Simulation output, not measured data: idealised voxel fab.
Herein follows the process module entitled voxel ribs on slabs.
The figure presents cross-section cut, which has a width of 270 nm and is divided into square cells with an edge length of 5 nm.
Notation: cross-section as square-cell grid; stated in bands, top first, going down; one or more cell rows per band. First you get the band's top height and its bottom height, in nm, and then the materials it's made of, left to right, with each width in nm. If you see a single material with "everywhere", that one covers the band edge to edge. "air" is empty space. Heights are measured from 0, the level below which the as-received wafer is all one material; the lowest band has no bottom and continues downward, written as in "z 0 and below". A two-number width, for instance "30..40", indicates that the width is equal to the first number in the top row of the band and to the second number in the bottom row, and that it changes by a constant amount per row of cells. The cross-section has no changed cell in any step marked "changes: none". Look at "Closed void listing" for the closed voids: empty spaces with no open path to the top, sized 8 cells or up. Each is width x height at distance, distance from the left edge, all nm. Anything after a step's settings on that line? It's the simulator's own note about the step. A step's line can hold "overlay nm"; with a mask on that step, the setting says how far right of the planned place the mask lay, while a negative setting says it lay to the left.
**Below is the list of planned process steps**
| 1 | RECEIVE,material Si |
| 2 | DIRECTIONAL_DEP,material SiO2,thk nm 25 |
| 3 | DIRECTIONAL_DEP,material polySi,thk nm 25 |
| 4 | DIRECTIONAL_DEP,material aC,thk nm 15 |
| 5 | PATTERN,tone cover,mask id RIB,material resist,width nm 15,thk nm 35,overlay nm 0 |
| 6 | DIRECTIONAL_ETCH,etch materials aC,depth nm 15 |
| 7 | STRIP,etch materials resist |
| 8 | DIRECTIONAL_ETCH,etch materials polySi,depth nm 15 |
| 9 | STRIP,etch materials aC |
| 10 | PATTERN,tone cover,mask id SLAB,material resist,width nm 75,thk nm 20,overlay nm 0 |
| 11 | DIRECTIONAL_ETCH,etch materials polySi,depth nm 10 |
| 12 | STRIP,etch materials resist |
| 13 | FILL_DEP,material SiO2,thk nm 20 |
| 14 | CMP,height nm 60 |
| 15 | DIRECTIONAL_DEP,material W,thk nm 5 |
| 16 | DIRECTIONAL_DEP,material aC,thk nm 10 |
| 17 | PATTERN,tone cover,mask id HEATER,material resist,width nm 25,thk nm 30,overlay nm 0 |
| 18 | DIRECTIONAL_ETCH,etch materials aC,depth nm 10 |
| 19 | STRIP,etch materials resist |
| 20 | DIRECTIONAL_ETCH,etch materials W,depth nm 5 |
| 21 | STRIP,etch materials aC |
| 22 | CONFORMAL_DEP,material SiO2,thk nm 5 |
**This is the cross-section of the wafer as we received it, i.e. after step 1**
- z 0 and below = Si everywhere
- Closed void listing: none
**a wafer at the end: this start, this plan, one mistake**
- z 70 to 65 = air=115; SiO2=35; air=120
- z 65 to 60 = SiO2=120; W=25; SiO2=125
- z 60 to 55 = SiO2 everywhere
- z 55 to 40 = SiO2=125; polySi=15; SiO2=130
- z 40 to 30 = SiO2=95; polySi=75; SiO2=100
- z 30 to 0 = SiO2 everywhere
- z 0 and below = Si everywhere
- Closed void listing: none
What was the processing mistake? step 2 ran as: DIRECTIONAL_DEP,material SiO2,thk nm 30
